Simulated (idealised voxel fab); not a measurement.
Process module, titled voxel ribs on slabs
The cross-section on display is named cut; it measures 145 nm wide, and its cells are 5 nm squares.
Reading order for cross-sections: top band down to bottom band. Underlying form: a grid of square cells. Band size: one or more rows of cells.
The entry gives the band's vertical extent as a top height and a bottom height in nm, then its horizontal make-up as materials from left to right, each with a width in nm. "air" stands for empty space; a single material marked "throughout" fills the band edge to edge.
For the purposes of this specification, 0 denotes the height below which the wafer in its as-received condition is composed wholly of one material, and the lowermost band, lacking a lower limit, extends downward without end, as expressed in "from 0 down".
Per-row width for "30 to 40": begins at first number (top row of band), ends at second number (bottom row), increment between rows held constant.
Reading "no change occurred" for a step: not a cell of the cross-section changed in it.
In "Sealed cavities" the enclosed voids are listed, meaning empty spaces of 8 cells or larger without any opening to the top. The form is width x height at distance, distance from the left edge, units nm.
Text after the settings on a step's line: the simulator's own remark on that step.
overlay nm: on a step with a mask, how far right of its planned place the mask lay; negative means left.
Each pair below shows a cross-section before one step and the cross-section after it, down to the lowest band that changed. The line under each pair gives the step between them, with its settings. The pairs can come from different runs of this module on the same starting wafer, so a pair continues from the pair above only where its "Prior to processing" says so.

-- Prior to processing
from 40 to 30 = air 60 nm / polySi 25 nm / air 60 nm
from 30 to 25 = polySi throughout
from 25 to 0 = SiO2 throughout
from 0 down = Si throughout
Sealed cavities: none

-- Resultant Cross-Section
from 55 to 40 = resist 45 nm / air 55 nm / resist 45 nm
from 40 to 30 = resist 45 nm / air 15 nm / polySi 25 nm / air 15 nm / resist 45 nm
Rest of section, below 30: as before.
Sealed cavities: none
Upper to lower cross-section via PATTERN | tone open | mask id SLAB | material resist | width nm 55 | thk nm 15 | overlay nm 0

Prior to processing: carried over from the after image of the pair right above.

-- Resultant Cross-Section
from 55 to 35 = resist 45 nm / air 55 nm / resist 45 nm
from 35 to 30 = resist 45 nm / air 15 nm / polySi 25 nm / air 15 nm / resist 45 nm
from 30 to 25 = polySi 45 nm / air 15 nm / polySi 25 nm / air 15 nm / polySi 45 nm
Rest of section, below 25: as before.
Sealed cavities: none
Upper to lower cross-section via DIRECTIONAL_ETCH | etch materials polySi | depth nm 5

Prior to processing: carried over from the after image of the pair right above.

-- Resultant Cross-Section
from 35 to 30 = air 60 nm / polySi 25 nm / air 60 nm
Rest of section, below 30: as before.
Sealed cavities: none
Upper to lower cross-section via STRIP | etch materials resist

Prior to processing: carried over from the after image of the pair right above.

-- Resultant Cross-Section
from 60 to 35 = SiO2 throughout
from 35 to 30 = SiO2 60 nm / polySi 25 nm / SiO2 60 nm
from 30 to 25 = polySi 45 nm / SiO2 15 nm / polySi 25 nm / SiO2 15 nm / polySi 45 nm
Rest of section, below 25: as before.
Sealed cavities: none
Upper to lower cross-section via FILL_DEP | material SiO2 | thk nm 25

Prior to processing: carried over from the after image of the pair right above.

-- Resultant Cross-Section
from 55 to 35 = SiO2 throughout
Rest of section, below 35: as before.
Sealed cavities: none
Upper to lower cross-section via CMP | height nm 55

Prior to processing: carried over from the after image of the pair right above.

-- Resultant Cross-Section
from 60 to 55 = TiN throughout
Rest of section, below 55: as before.
Sealed cavities: none
Upper to lower cross-section via DIRECTIONAL_DEP | material TiN | thk nm 5

Prior to processing: carried over from the after image of the pair right above.

-- Resultant Cross-Section
from 70 to 60 = aC throughout
Rest of section, below 60: as before.
Sealed cavities: none
Upper to lower cross-section via DIRECTIONAL_DEP | material aC | thk nm 10

Prior to processing: carried over from the after image of the pair right above.

-- Resultant Cross-Section
from 95 to 70 = air 55 nm / resist 35 nm / air 55 nm
Rest of section, below 70: as before.
Sealed cavities: none
Upper to lower cross-section via PATTERN | tone cover | mask id HEATER | material resist | width nm 35 | thk nm 25 | overlay nm 0

Prior to processing: carried over from the after image of the pair right above.

-- Resultant Cross-Section
from 85 to 70 = air 55 nm / resist 35 nm / air 55 nm
from 70 to 60 = air 55 nm / aC 35 nm / air 55 nm
Rest of section, below 60: as before.
Sealed cavities: none
Upper to lower cross-section via DIRECTIONAL_ETCH | etch materials aC | depth nm 10

Prior to processing: carried over from the after image of the pair right above.

-- Resultant Cross-Section
from 70 to 60 = air 55 nm / aC 35 nm / air 55 nm
Rest of section, below 60: as before.
Sealed cavities: none
Upper to lower cross-section via STRIP | etch materials resist

Prior to processing: carried over from the after image of the pair right above.

-- Resultant Cross-Section
from 70 to 60 = air 55 nm / aC 35 nm / air 55 nm
from 60 to 55 = air 55 nm / TiN 35 nm / air 55 nm
Rest of section, below 55: as before.
Sealed cavities: none
Upper to lower cross-section via DIRECTIONAL_ETCH | etch materials TiN | depth nm 5

Prior to processing: carried over from the after image of the pair right above.

-- Resultant Cross-Section
from 60 to 55 = air 55 nm / TiN 35 nm / air 55 nm
Rest of section, below 55: as before.
Sealed cavities: none
Upper to lower cross-section via STRIP | etch materials aC

Prior to processing: carried over from the after image of the pair right above.

-- Resultant Cross-Section
from 70 to 65 = air 45 nm / SiN 55 nm / air 45 nm
from 65 to 60 = SiN throughout
from 60 to 55 = SiN 55 nm / TiN 35 nm / SiN 55 nm
Rest of section, below 55: as before.
Sealed cavities: none
Upper to lower cross-section via CONFORMAL_DEP | material SiN | thk nm 10
